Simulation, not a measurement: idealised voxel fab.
process module | voxel double patterning
cross-section cut | 245 nm wide | cells 5 nm
A cross-section is a grid of square cells, given in bands from the top down. A band is one or more rows of cells.
Each band's line starts with the height of the band's top and of its bottom, in nm. Then come its materials from left to right, each with its width in nm. One material with "throughout" fills the band from edge to edge. "air" is empty space.
Height 0 is the level under which the wafer as received is all one material. The lowest band goes on downwards, as in "0 down".
A width such as "30 to 40" changes by the same amount from each row of cells to the next, from the band's top row to its bottom row.
"no change" after a step means that no cell of the cross-section changed.
closed voids: empty space of 8 cells or more with no open way to the top, each as width x height at its distance from the left edge, in nm
after a step's settings: what the simulator itself notes on the step
overlay nm, on a step with a mask: how far to the right of its planned place the mask lay; to the left if negative
plan
1 op RECEIVE | material Si
2 op CONFORMAL_DEP | material SiO2 | thk nm 5
3 op DIRECTIONAL_DEP | material polySi | thk nm 15
4 op DIRECTIONAL_DEP | material SiN | thk nm 5
5 op DIRECTIONAL_DEP | material aC | thk nm 10
6 op PATTERN | tone open | mask id FIRST | material resist | width nm 15 | pitch nm 50 | thk nm 30 | overlay nm 0
7 op DIRECTIONAL_ETCH | etch materials aC | depth nm 10
8 op STRIP | etch materials resist
9 op DIRECTIONAL_ETCH | etch materials SiN | depth nm 5
10 op STRIP | etch materials aC
11 op PATTERN | tone open | mask id SECOND | material resist | width nm 15 | thk nm 20 | overlay nm 0
12 op DIRECTIONAL_ETCH | etch materials SiN | depth nm 5
13 op STRIP | etch materials resist
14 op DIRECTIONAL_ETCH | etch materials polySi | depth nm 15
15 op STRIP | etch materials SiN
varied across the wafers: thk nm of step 2. The plan shows the first wafer's value. All wafers start alike
first wafer as received, after step 1
  0 down: Si throughout
  closed voids: none
first wafer at the end, after step 15
  20 to 5: polySi 90 | air 15 | polySi 10 | air 15 | polySi 10 | air 15 | polySi 90
  5 to 0: SiO2 throughout
  0 down: Si throughout
  closed voids: none
last wafer at the end
  35 to 20: polySi 90 | air 15 | polySi 10 | air 15 | polySi 10 | air 15 | polySi 90
  20 to 0: SiO2 throughout
  0 down: Si throughout
  closed voids: none
each wafer at the end: cells of each material gained (+) or lost (-) since it was received, then its closed voids
thk nm 5 | +49 SiO2 | +120 polySi | closed voids: none
thk nm 10 | +98 SiO2 | +120 polySi | closed voids: none
thk nm 15 | +147 SiO2 | +120 polySi | closed voids: none
thk nm 20 | +196 SiO2 | +120 polySi | closed voids: none
